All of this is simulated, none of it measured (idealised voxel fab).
Documented hereafter: the process module known as voxel wiring stack.
The figure presents cross-section cut, which has a width of 200 nm and is divided into square cells with an edge length of 5 nm.
Reading order for cross-sections: top band down to bottom band. Underlying form: a grid of square cells. Band size: one or more rows of cells. Top, bottom (nm), then materials left to right with widths (nm); lone material tagged "full width" fills the whole band edge to edge; "blank" = empty space. We count height from 0. Below that, the starting wafer is all one material. The lowest band never ends at the bottom but goes on down; see "0..down" for how that is written. Graded width ("30->40"): value in top row of band = first number; value in bottom row = second number; row-to-row change constant. Take "no modification" at face value: in the step it is given for, the cross-section changed in none of its cells. You'll see "Voids, enclosed" listing empty spaces that have no way open to the top, as long as they're 8 cells or more; the notation is width x height at distance, where the distance is from the left edge, and all of it is in nm. It should be noted that, on the line of a given step, the content following the step's settings is a remark produced by the simulator itself with respect to that step. A step line may carry the setting "overlay nm", which, for steps involving a mask, states the distance by which the mask lay to the right of its intended position; negative values denote displacement to the left.

## Listed below are the process steps as planned
1) RECEIVE, material Si
2) CONFORMAL_DEP, material SiO2, thk nm 15
3) DIRECTIONAL_DEP, material TiN, thk nm 5
4) DIRECTIONAL_DEP, material W, thk nm 25
5) PATTERN, tone cover, mask id METAL_1, material resist, width nm 25, pitch nm 55, thk nm 20, overlay nm 0
6) DIRECTIONAL_ETCH, etch materials W, depth nm 25
7) DIRECTIONAL_ETCH, etch materials TiN, depth nm 5
8) STRIP, etch materials resist
9) CONFORMAL_DEP, material SiCN, thk nm 5
10) FILL_DEP, material lowk, thk nm 5
11) CMP, height nm 45
12) CONFORMAL_DEP, material SiCN, thk nm 5
13) DIRECTIONAL_DEP, material lowk, thk nm 20
14) DIRECTIONAL_DEP, material aC, thk nm 15
15) PATTERN, tone open, mask id PLUG_1, material resist, width nm 15, thk nm 30, overlay nm 0
16) DIRECTIONAL_ETCH, etch materials aC, depth nm 15
17) STRIP, etch materials resist
18) DIRECTIONAL_ETCH, etch materials lowk, depth nm 20
19) DIRECTIONAL_ETCH, etch materials SiCN, depth nm 5
20) STRIP, etch materials aC
21) EPI, material Ru, thk nm 10
22) EPI, material Ru, thk nm 10
23) EPI, material Ru, thk nm 5
24) DIRECTIONAL_DEP, material TiN, thk nm 5
25) DIRECTIONAL_DEP, material Ru, thk nm 20
26) DIRECTIONAL_DEP, material aC, thk nm 15
27) PATTERN, tone cover, mask id METAL_2, material resist, width nm 25, pitch nm 55, thk nm 30, overlay nm 0
28) DIRECTIONAL_ETCH, etch materials aC, depth nm 15
29) STRIP, etch materials resist
30) DIRECTIONAL_ETCH, etch materials Ru, depth nm 20
31) DIRECTIONAL_ETCH, etch materials TiN, depth nm 5
32) STRIP, etch materials aC
33) CONFORMAL_DEP, material SiN, thk nm 5
34) FILL_DEP, material SiO2, thk nm 10
35) CMP, height nm 95
36) CONFORMAL_DEP, material SiCN, thk nm 5
37) DIRECTIONAL_DEP, material lowk, thk nm 10
38) DIRECTIONAL_DEP, material aC, thk nm 10
39) PATTERN, tone open, mask id PLUG_2, material resist, width nm 15, pitch nm 55, thk nm 25, overlay nm 0
40) DIRECTIONAL_ETCH, etch materials aC, depth nm 10
41) STRIP, etch materials resist
42) DIRECTIONAL_ETCH, etch materials lowk, depth nm 10
43) DIRECTIONAL_ETCH, etch materials SiCN, depth nm 5
44) STRIP, etch materials aC
45) CONFORMAL_DEP, material TiN, thk nm 5
46) FILL_DEP, material Ru, thk nm 10
47) CMP, height nm 110
48) CONFORMAL_DEP, material SiN, thk nm 5
49) DIRECTIONAL_DEP, material SiO2, thk nm 25
50) PATTERN, tone open, mask id METAL_3, material resist, width nm 25, pitch nm 55, thk nm 20, overlay nm 0
51) DIRECTIONAL_ETCH, etch materials SiO2, depth nm 25
52) DIRECTIONAL_ETCH, etch materials SiN, depth nm 5
53) STRIP, etch materials resist
54) CONFORMAL_DEP, material TiN, thk nm 5
55) FILL_DEP, material Cu, thk nm 10
56) CMP, height nm 140
57) CONFORMAL_DEP, material SiCN, thk nm 5

## So, the first of our two wafers, run just as we planned it

## Wafer at receipt (post step 1), cross-section
0..down: Si full width
Voids, enclosed: none

## Wafer after step 2 (cross-section)
15..0: SiO2 full width
below 0: unchanged

## Wafer after step 3 (cross-section)
20..15: TiN full width
below 15: unchanged

## Wafer after step 4 (cross-section)
45..20: W full width
below 20: unchanged

## Wafer after step 5 (cross-section)
65..45: 60 blank, then 25 resist, then 30 blank, then 25 resist, then 60 blank
below 45: unchanged

## Wafer after step 6 (cross-section)
65..45: 60 blank, then 25 resist, then 30 blank, then 25 resist, then 60 blank
45..20: 60 blank, then 25 W, then 30 blank, then 25 W, then 60 blank
below 20: unchanged

## Wafer after step 7 (cross-section)
65..45: 60 blank, then 25 resist, then 30 blank, then 25 resist, then 60 blank
45..20: 60 blank, then 25 W, then 30 blank, then 25 W, then 60 blank
20..15: 60 blank, then 25 TiN, then 30 blank, then 25 TiN, then 60 blank
below 15: unchanged

## Wafer after step 8 (cross-section)
45..20: 60 blank, then 25 W, then 30 blank, then 25 W, then 60 blank
below 20: unchanged

## Wafer after step 9 (cross-section)
50..45: 55 blank, then 35 SiCN, then 20 blank, then 35 SiCN, then 55 blank
45..20: 55 blank, then 5 SiCN, then 25 W, then 5 SiCN, then 20 blank, then 5 SiCN, then 25 W, then 5 SiCN, then 55 blank
20..15: 60 SiCN, then 25 TiN, then 30 SiCN, then 25 TiN, then 60 SiCN
below 15: unchanged

## Wafer after step 10 (cross-section)
55..50: lowk full width
50..45: 55 lowk, then 35 SiCN, then 20 lowk, then 35 SiCN, then 55 lowk
45..20: 55 lowk, then 5 SiCN, then 25 W, then 5 SiCN, then 20 lowk, then 5 SiCN, then 25 W, then 5 SiCN, then 55 lowk
below 20: unchanged

## Wafer after step 11 (cross-section)
45..20: 55 lowk, then 5 SiCN, then 25 W, then 5 SiCN, then 20 lowk, then 5 SiCN, then 25 W, then 5 SiCN, then 55 lowk
below 20: unchanged

## Wafer after step 12 (cross-section)
50..45: SiCN full width
below 45: unchanged

## Wafer after step 13 (cross-section)
70..50: lowk full width
below 50: unchanged

## Wafer after step 14 (cross-section)
85..70: aC full width
below 70: unchanged

## Wafer after step 15 (cross-section)
115..85: 60 resist, then 15 blank, then 125 resist
below 85: unchanged

## Wafer after step 16 (cross-section)
100..85: 60 resist, then 15 blank, then 125 resist
85..70: 60 aC, then 15 blank, then 125 aC
below 70: unchanged

## Wafer after step 17 (cross-section)
85..70: 60 aC, then 15 blank, then 125 aC
below 70: unchanged

## Wafer after step 18 (cross-section)
85..70: 60 aC, then 15 blank, then 125 aC
70..50: 60 lowk, then 15 blank, then 125 lowk
below 50: unchanged

## Wafer after step 19 (cross-section)
85..70: 60 aC, then 15 blank, then 125 aC
70..50: 60 lowk, then 15 blank, then 125 lowk
50..45: 60 SiCN, then 15 blank, then 125 SiCN
below 45: unchanged

## Wafer after step 20 (cross-section)
70..50: 60 lowk, then 15 blank, then 125 lowk
below 50: unchanged

## Wafer after step 21 (cross-section)
70..55: 60 lowk, then 15 blank, then 125 lowk
55..50: 60 lowk, then 15 Ru, then 125 lowk
50..45: 60 SiCN, then 15 Ru, then 125 SiCN
below 45: unchanged

## Wafer after step 22 (cross-section)
70..65: 60 lowk, then 15 blank, then 125 lowk
65..50: 60 lowk, then 15 Ru, then 125 lowk
below 50: unchanged

## Wafer after step 23 (cross-section)
70..50: 60 lowk, then 15 Ru, then 125 lowk
below 50: unchanged

## Wafer after step 24 (cross-section)
75..70: TiN full width
below 70: unchanged

## Wafer after step 25 (cross-section)
95..75: Ru full width
below 75: unchanged

## Wafer after step 26 (cross-section)
110..95: aC full width
below 95: unchanged

## Wafer after step 27 (cross-section)
140..110: 60 blank, then 25 resist, then 30 blank, then 25 resist, then 60 blank
below 110: unchanged

## Wafer after step 28 (cross-section)
125..110: 60 blank, then 25 resist, then 30 blank, then 25 resist, then 60 blank
110..95: 60 blank, then 25 aC, then 30 blank, then 25 aC, then 60 blank
below 95: unchanged

## Wafer after step 29 (cross-section)
110..95: 60 blank, then 25 aC, then 30 blank, then 25 aC, then 60 blank
below 95: unchanged

## Wafer after step 30 (cross-section)
110..95: 60 blank, then 25 aC, then 30 blank, then 25 aC, then 60 blank
95..75: 60 blank, then 25 Ru, then 30 blank, then 25 Ru, then 60 blank
below 75: unchanged

## Wafer after step 31 (cross-section)
110..95: 60 blank, then 25 aC, then 30 blank, then 25 aC, then 60 blank
95..75: 60 blank, then 25 Ru, then 30 blank, then 25 Ru, then 60 blank
75..70: 60 blank, then 25 TiN, then 30 blank, then 25 TiN, then 60 blank
below 70: unchanged

## Wafer after step 32 (cross-section)
95..75: 60 blank, then 25 Ru, then 30 blank, then 25 Ru, then 60 blank
below 75: unchanged

## Wafer after step 33 (cross-section)
100..95: 55 blank, then 35 SiN, then 20 blank, then 35 SiN, then 55 blank
95..75: 55 blank, then 5 SiN, then 25 Ru, then 5 SiN, then 20 blank, then 5 SiN, then 25 Ru, then 5 SiN, then 55 blank
75..70: 60 SiN, then 25 TiN, then 30 SiN, then 25 TiN, then 60 SiN
below 70: unchanged

## Wafer after step 34 (cross-section)
110..100: SiO2 full width
100..95: 55 SiO2, then 35 SiN, then 20 SiO2, then 35 SiN, then 55 SiO2
95..75: 55 SiO2, then 5 SiN, then 25 Ru, then 5 SiN, then 20 SiO2, then 5 SiN, then 25 Ru, then 5 SiN, then 55 SiO2
below 75: unchanged

## Wafer after step 35 (cross-section)
95..75: 55 SiO2, then 5 SiN, then 25 Ru, then 5 SiN, then 20 SiO2, then 5 SiN, then 25 Ru, then 5 SiN, then 55 SiO2
below 75: unchanged

## Wafer after step 36 (cross-section)
100..95: SiCN full width
below 95: unchanged

## Wafer after step 37 (cross-section)
110..100: lowk full width
below 100: unchanged

## Wafer after step 38 (cross-section)
120..110: aC full width
below 110: unchanged

## Wafer after step 39 (cross-section)
145..120: 60 resist, then 15 blank, then 40 resist, then 15 blank, then 70 resist
below 120: unchanged

## Wafer after step 40 (cross-section)
135..120: 60 resist, then 15 blank, then 40 resist, then 15 blank, then 70 resist
120..110: 60 aC, then 15 blank, then 40 aC, then 15 blank, then 70 aC
below 110: unchanged

## Wafer after step 41 (cross-section)
120..110: 60 aC, then 15 blank, then 40 aC, then 15 blank, then 70 aC
below 110: unchanged

## Wafer after step 42 (cross-section)
120..110: 60 aC, then 15 blank, then 40 aC, then 15 blank, then 70 aC
110..100: 60 lowk, then 15 blank, then 40 lowk, then 15 blank, then 70 lowk
below 100: unchanged

## Wafer after step 43 (cross-section)
120..110: 60 aC, then 15 blank, then 40 aC, then 15 blank, then 70 aC
110..100: 60 lowk, then 15 blank, then 40 lowk, then 15 blank, then 70 lowk
100..95: 60 SiCN, then 15 blank, then 40 SiCN, then 15 blank, then 70 SiCN
below 95: unchanged

## Wafer after step 44 (cross-section)
110..100: 60 lowk, then 15 blank, then 40 lowk, then 15 blank, then 70 lowk
below 100: unchanged

## Wafer after step 45 (cross-section)
115..110: 65 TiN, then 5 blank, then 50 TiN, then 5 blank, then 75 TiN
110..100: 60 lowk, then 5 TiN, then 5 blank, then 5 TiN, then 40 lowk, then 5 TiN, then 5 blank, then 5 TiN, then 70 lowk
100..95: 60 SiCN, then 15 TiN, then 40 SiCN, then 15 TiN, then 70 SiCN
below 95: unchanged

## Wafer after step 46 (cross-section)
125..115: Ru full width
115..110: 65 TiN, then 5 Ru, then 50 TiN, then 5 Ru, then 75 TiN
110..100: 60 lowk, then 5 TiN, then 5 Ru, then 5 TiN, then 40 lowk, then 5 TiN, then 5 Ru, then 5 TiN, then 70 lowk
below 100: unchanged

## Wafer after step 47 (cross-section)
110..100: 60 lowk, then 5 TiN, then 5 Ru, then 5 TiN, then 40 lowk, then 5 TiN, then 5 Ru, then 5 TiN, then 70 lowk
below 100: unchanged

## Wafer after step 48 (cross-section)
115..110: SiN full width
below 110: unchanged

## Wafer after step 49 (cross-section)
140..115: SiO2 full width
below 115: unchanged

## Wafer after step 50 (cross-section)
160..140: 60 resist, then 25 blank, then 30 resist, then 25 blank, then 60 resist
below 140: unchanged

## Wafer after step 51 (cross-section)
160..140: 60 resist, then 25 blank, then 30 resist, then 25 blank, then 60 resist
140..115: 60 SiO2, then 25 blank, then 30 SiO2, then 25 blank, then 60 SiO2
below 115: unchanged

## Wafer after step 52 (cross-section)
160..140: 60 resist, then 25 blank, then 30 resist, then 25 blank, then 60 resist
140..115: 60 SiO2, then 25 blank, then 30 SiO2, then 25 blank, then 60 SiO2
115..110: 60 SiN, then 25 blank, then 30 SiN, then 25 blank, then 60 SiN
below 110: unchanged

## Wafer after step 53 (cross-section)
140..115: 60 SiO2, then 25 blank, then 30 SiO2, then 25 blank, then 60 SiO2
below 115: unchanged

## Wafer after step 54 (cross-section)
145..140: 65 TiN, then 15 blank, then 40 TiN, then 15 blank, then 65 TiN
140..115: 60 SiO2, then 5 TiN, then 15 blank, then 5 TiN, then 30 SiO2, then 5 TiN, then 15 blank, then 5 TiN, then 60 SiO2
115..110: 60 SiN, then 25 TiN, then 30 SiN, then 25 TiN, then 60 SiN
below 110: unchanged

## Wafer after step 55 (cross-section)
155..145: Cu full width
145..140: 65 TiN, then 15 Cu, then 40 TiN, then 15 Cu, then 65 TiN
140..115: 60 SiO2, then 5 TiN, then 15 Cu, then 5 TiN, then 30 SiO2, then 5 TiN, then 15 Cu, then 5 TiN, then 60 SiO2
below 115: unchanged

## Wafer after step 56 (cross-section)
140..115: 60 SiO2, then 5 TiN, then 15 Cu, then 5 TiN, then 30 SiO2, then 5 TiN, then 15 Cu, then 5 TiN, then 60 SiO2
below 115: unchanged

## Wafer after step 57 (cross-section)
145..140: SiCN full width
below 140: unchanged

## Second wafer, same starting state and plan as the first, one mistake in the run, identical through step 8

## Second wafer, sectioned view, at step 9's planned end time
50..45: 55 blank, then 35 SiN, then 20 blank, then 35 SiN, then 55 blank
45..20: 55 blank, then 5 SiN, then 25 W, then 5 SiN, then 20 blank, then 5 SiN, then 25 W, then 5 SiN, then 55 blank
20..15: 60 SiN, then 25 TiN, then 30 SiN, then 25 TiN, then 60 SiN
below 15: unchanged

## Second wafer, sectioned view, at step 10's planned end time
55..50: lowk full width
50..45: 55 lowk, then 35 SiN, then 20 lowk, then 35 SiN, then 55 lowk
45..20: 55 lowk, then 5 SiN, then 25 W, then 5 SiN, then 20 lowk, then 5 SiN, then 25 W, then 5 SiN, then 55 lowk
below 20: unchanged

## Second wafer, sectioned view, at step 11's planned end time
45..20: 55 lowk, then 5 SiN, then 25 W, then 5 SiN, then 20 lowk, then 5 SiN, then 25 W, then 5 SiN, then 55 lowk
below 20: unchanged

## Second wafer, sectioned view, at step 12's planned end time
50..45: SiCN full width
below 45: unchanged

## Second wafer, sectioned view, at step 13's planned end time
70..50: lowk full width
below 50: unchanged

## Second wafer, sectioned view, at step 14's planned end time
85..70: aC full width
below 70: unchanged

## Second wafer, sectioned view, at step 15's planned end time
115..85: 60 resist, then 15 blank, then 125 resist
below 85: unchanged

## Second wafer, sectioned view, at step 16's planned end time
100..85: 60 resist, then 15 blank, then 125 resist
85..70: 60 aC, then 15 blank, then 125 aC
below 70: unchanged

## Second wafer, sectioned view, at step 17's planned end time
85..70: 60 aC, then 15 blank, then 125 aC
below 70: unchanged

## Second wafer, sectioned view, at step 18's planned end time
85..70: 60 aC, then 15 blank, then 125 aC
70..50: 60 lowk, then 15 blank, then 125 lowk
below 50: unchanged

## Second wafer, sectioned view, at step 19's planned end time
85..70: 60 aC, then 15 blank, then 125 aC
70..50: 60 lowk, then 15 blank, then 125 lowk
50..45: 60 SiCN, then 15 blank, then 125 SiCN
below 45: unchanged

## Second wafer, sectioned view, at step 20's planned end time
70..50: 60 lowk, then 15 blank, then 125 lowk
below 50: unchanged

## Second wafer, sectioned view, at step 21's planned end time
70..55: 60 lowk, then 15 blank, then 125 lowk
55..50: 60 lowk, then 15 Ru, then 125 lowk
50..45: 60 SiCN, then 15 Ru, then 125 SiCN
below 45: unchanged

## Second wafer, sectioned view, at step 22's planned end time
70..65: 60 lowk, then 15 blank, then 125 lowk
65..50: 60 lowk, then 15 Ru, then 125 lowk
below 50: unchanged

## Second wafer, sectioned view, at step 23's planned end time
70..50: 60 lowk, then 15 Ru, then 125 lowk
below 50: unchanged

## Second wafer, sectioned view, at step 24's planned end time
75..70: TiN full width
below 70: unchanged

## Second wafer, sectioned view, at step 25's planned end time
95..75: Ru full width
below 75: unchanged

## Second wafer, sectioned view, at step 26's planned end time
110..95: aC full width
below 95: unchanged

## Second wafer, sectioned view, at step 27's planned end time
140..110: 60 blank, then 25 resist, then 30 blank, then 25 resist, then 60 blank
below 110: unchanged

## Second wafer, sectioned view, at step 28's planned end time
125..110: 60 blank, then 25 resist, then 30 blank, then 25 resist, then 60 blank
110..95: 60 blank, then 25 aC, then 30 blank, then 25 aC, then 60 blank
below 95: unchanged

## Second wafer, sectioned view, at step 29's planned end time
110..95: 60 blank, then 25 aC, then 30 blank, then 25 aC, then 60 blank
below 95: unchanged

## Second wafer, sectioned view, at step 30's planned end time
110..95: 60 blank, then 25 aC, then 30 blank, then 25 aC, then 60 blank
95..75: 60 blank, then 25 Ru, then 30 blank, then 25 Ru, then 60 blank
below 75: unchanged

## Second wafer, sectioned view, at step 31's planned end time
110..95: 60 blank, then 25 aC, then 30 blank, then 25 aC, then 60 blank
95..75: 60 blank, then 25 Ru, then 30 blank, then 25 Ru, then 60 blank
75..70: 60 blank, then 25 TiN, then 30 blank, then 25 TiN, then 60 blank
below 70: unchanged

## Second wafer, sectioned view, at step 32's planned end time
95..75: 60 blank, then 25 Ru, then 30 blank, then 25 Ru, then 60 blank
below 75: unchanged

## Second wafer, sectioned view, at step 33's planned end time
100..95: 55 blank, then 35 SiN, then 20 blank, then 35 SiN, then 55 blank
95..75: 55 blank, then 5 SiN, then 25 Ru, then 5 SiN, then 20 blank, then 5 SiN, then 25 Ru, then 5 SiN, then 55 blank
75..70: 60 SiN, then 25 TiN, then 30 SiN, then 25 TiN, then 60 SiN
below 70: unchanged

## Second wafer, sectioned view, at step 34's planned end time
110..100: SiO2 full width
100..95: 55 SiO2, then 35 SiN, then 20 SiO2, then 35 SiN, then 55 SiO2
95..75: 55 SiO2, then 5 SiN, then 25 Ru, then 5 SiN, then 20 SiO2, then 5 SiN, then 25 Ru, then 5 SiN, then 55 SiO2
below 75: unchanged

## Second wafer, sectioned view, at step 35's planned end time
95..75: 55 SiO2, then 5 SiN, then 25 Ru, then 5 SiN, then 20 SiO2, then 5 SiN, then 25 Ru, then 5 SiN, then 55 SiO2
below 75: unchanged

## Second wafer, sectioned view, at step 36's planned end time
100..95: SiCN full width
below 95: unchanged

## Second wafer, sectioned view, at step 37's planned end time
110..100: lowk full width
below 100: unchanged

## Second wafer, sectioned view, at step 38's planned end time
120..110: aC full width
below 110: unchanged

## Second wafer, sectioned view, at step 39's planned end time
145..120: 60 resist, then 15 blank, then 40 resist, then 15 blank, then 70 resist
below 120: unchanged

## Second wafer, sectioned view, at step 40's planned end time
135..120: 60 resist, then 15 blank, then 40 resist, then 15 blank, then 70 resist
120..110: 60 aC, then 15 blank, then 40 aC, then 15 blank, then 70 aC
below 110: unchanged

## Second wafer, sectioned view, at step 41's planned end time
120..110: 60 aC, then 15 blank, then 40 aC, then 15 blank, then 70 aC
below 110: unchanged

## Second wafer, sectioned view, at step 42's planned end time
120..110: 60 aC, then 15 blank, then 40 aC, then 15 blank, then 70 aC
110..100: 60 lowk, then 15 blank, then 40 lowk, then 15 blank, then 70 lowk
below 100: unchanged

## Second wafer, sectioned view, at step 43's planned end time
120..110: 60 aC, then 15 blank, then 40 aC, then 15 blank, then 70 aC
110..100: 60 lowk, then 15 blank, then 40 lowk, then 15 blank, then 70 lowk
100..95: 60 SiCN, then 15 blank, then 40 SiCN, then 15 blank, then 70 SiCN
below 95: unchanged

## Second wafer, sectioned view, at step 44's planned end time
110..100: 60 lowk, then 15 blank, then 40 lowk, then 15 blank, then 70 lowk
below 100: unchanged

## Second wafer, sectioned view, at step 45's planned end time
115..110: 65 TiN, then 5 blank, then 50 TiN, then 5 blank, then 75 TiN
110..100: 60 lowk, then 5 TiN, then 5 blank, then 5 TiN, then 40 lowk, then 5 TiN, then 5 blank, then 5 TiN, then 70 lowk
100..95: 60 SiCN, then 15 TiN, then 40 SiCN, then 15 TiN, then 70 SiCN
below 95: unchanged

## Second wafer, sectioned view, at step 46's planned end time
125..115: Ru full width
115..110: 65 TiN, then 5 Ru, then 50 TiN, then 5 Ru, then 75 TiN
110..100: 60 lowk, then 5 TiN, then 5 Ru, then 5 TiN, then 40 lowk, then 5 TiN, then 5 Ru, then 5 TiN, then 70 lowk
below 100: unchanged

## Second wafer, sectioned view, at step 47's planned end time
110..100: 60 lowk, then 5 TiN, then 5 Ru, then 5 TiN, then 40 lowk, then 5 TiN, then 5 Ru, then 5 TiN, then 70 lowk
below 100: unchanged

## Second wafer, sectioned view, at step 48's planned end time
115..110: SiN full width
below 110: unchanged

## Second wafer, sectioned view, at step 49's planned end time
140..115: SiO2 full width
below 115: unchanged

## Second wafer, sectioned view, at step 50's planned end time
160..140: 60 resist, then 25 blank, then 30 resist, then 25 blank, then 60 resist
below 140: unchanged

## Second wafer, sectioned view, at step 51's planned end time
160..140: 60 resist, then 25 blank, then 30 resist, then 25 blank, then 60 resist
140..115: 60 SiO2, then 25 blank, then 30 SiO2, then 25 blank, then 60 SiO2
below 115: unchanged

## Second wafer, sectioned view, at step 52's planned end time
160..140: 60 resist, then 25 blank, then 30 resist, then 25 blank, then 60 resist
140..115: 60 SiO2, then 25 blank, then 30 SiO2, then 25 blank, then 60 SiO2
115..110: 60 SiN, then 25 blank, then 30 SiN, then 25 blank, then 60 SiN
below 110: unchanged

## Second wafer, sectioned view, at step 53's planned end time
140..115: 60 SiO2, then 25 blank, then 30 SiO2, then 25 blank, then 60 SiO2
below 115: unchanged

## Second wafer, sectioned view, at step 54's planned end time
145..140: 65 TiN, then 15 blank, then 40 TiN, then 15 blank, then 65 TiN
140..115: 60 SiO2, then 5 TiN, then 15 blank, then 5 TiN, then 30 SiO2, then 5 TiN, then 15 blank, then 5 TiN, then 60 SiO2
115..110: 60 SiN, then 25 TiN, then 30 SiN, then 25 TiN, then 60 SiN
below 110: unchanged

## Second wafer, sectioned view, at step 55's planned end time
155..145: Cu full width
145..140: 65 TiN, then 15 Cu, then 40 TiN, then 15 Cu, then 65 TiN
140..115: 60 SiO2, then 5 TiN, then 15 Cu, then 5 TiN, then 30 SiO2, then 5 TiN, then 15 Cu, then 5 TiN, then 60 SiO2
below 115: unchanged

## Second wafer, sectioned view, at step 56's planned end time
140..115: 60 SiO2, then 5 TiN, then 15 Cu, then 5 TiN, then 30 SiO2, then 5 TiN, then 15 Cu, then 5 TiN, then 60 SiO2
below 115: unchanged

## Second wafer, sectioned view, at step 57's planned end time
145..140: SiCN full width
below 140: unchanged
Run error: step 9 off recipe, ran as CONFORMAL_DEP, material SiN, thk nm 5
The second wafer ends with more or fewer cells of some materials than the first, per final count: SiCN: 50 fewer; SiN: 50 more
